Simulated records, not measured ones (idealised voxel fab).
Documented hereafter: the process module known as voxel self aligned vias.
Square cell edge 5 nm, section width 280 nm, ID cut.
Reading order for cross-sections: top band down to bottom band. Underlying form: a grid of square cells. Band size: one or more rows of cells. Quick guide to a band line: top height, bottom height (nm) up front; then every material left to right with its width in nm. Only one material and it's marked "throughout"? Then it fills the band edge to edge. And "empty" just means empty space. A quick word on heights: they are counted from 0, and under that level the wafer as it came to us is one material throughout. The lowest band is different from the rest in having no bottom; it simply continues downward, written as in "from 0 down". Top row gets the first number, bottom row gets the second, and each row in between changes by the same step: that is how a band width like "30->40" works. It should be understood that the words "remained unchanged", when stated for a given step, signify that the cross-section underwent no change in any of its cells during that step. Look at "Voids, fully enclosed" for the closed voids: empty spaces with no open path to the top, sized 8 cells or up. Each is width x height at distance, distance from the left edge, all nm. Anything after a step's settings on that line? It's the simulator's own note about the step. Regarding "overlay nm": on a step with a mask, it is the distance the mask lay to the right of its planned place; a negative value places it to the left.

### Planned step list for the process
1: RECEIVE with material Si
2: CONFORMAL_DEP with material SiO2, thk nm 10
3: CONFORMAL_DEP with material SiCN, thk nm 5
4: DIRECTIONAL_DEP with material lowk, thk nm 20
5: DIRECTIONAL_DEP with material aC, thk nm 10
6: PATTERN with tone open, mask id LINES, material resist, width nm 30, pitch nm 65, thk nm 30, overlay nm 0
7: DIRECTIONAL_ETCH with etch materials aC, depth nm 10
8: STRIP with etch materials resist
9: DIRECTIONAL_ETCH with etch materials lowk, depth nm 20
10: STRIP with etch materials aC
11: CONFORMAL_DEP with material TiN, thk nm 5
12: FILL_DEP with material W, thk nm 10
13: CMP with height nm 35
14: SELECTIVE_ETCH with etch materials W Ru TiN, depth nm 5
15: FILL_DEP with material SiN, thk nm 5
16: CMP with height nm 35
17: DIRECTIONAL_DEP with material lowk, thk nm 20
18: PATTERN with tone open, mask id VIAS, material resist, width nm 40, thk nm 20, overlay nm 0
19: DIRECTIONAL_ETCH with etch materials lowk, depth nm 20
20: DIRECTIONAL_ETCH with etch materials SiN, depth nm 5
21: STRIP with etch materials resist
22: CONFORMAL_DEP with material TiN, thk nm 5
23: FILL_DEP with material Cu, thk nm 5
24: CMP with height nm 55
25: CONFORMAL_DEP with material SiN, thk nm 5

### Here's what the wafer looked like in cross-section when it arrived - that's after step 1
    from 0 down = Si throughout
    Voids, fully enclosed: none

### a wafer at the end: this start, this plan, one mistake
    from 60 to 55 = SiN throughout
    from 55 to 40 = 85 of lowk; 5 of TiN; 30 of Cu; 5 of TiN; 155 of lowk
    from 40 to 35 = 85 of lowk; 10 of TiN; 20 of Cu; 10 of TiN; 155 of lowk
    from 35 to 30 = 90 of lowk; 30 of TiN; 35 of lowk; 30 of SiN; 95 of lowk
    from 30 to 20 = 90 of lowk; 5 of TiN; 20 of W; 5 of TiN; 35 of lowk; 5 of TiN; 20 of W; 5 of TiN; 95 of lowk
    from 20 to 15 = 90 of lowk; 30 of TiN; 35 of lowk; 30 of TiN; 95 of lowk
    from 15 to 5 = SiO2 throughout
    from 5 to 0 = SiCN throughout
    from 0 down = Si throughout
    Voids, fully enclosed: none
Deviation from plan: plan steps 2 and 3 run swapped
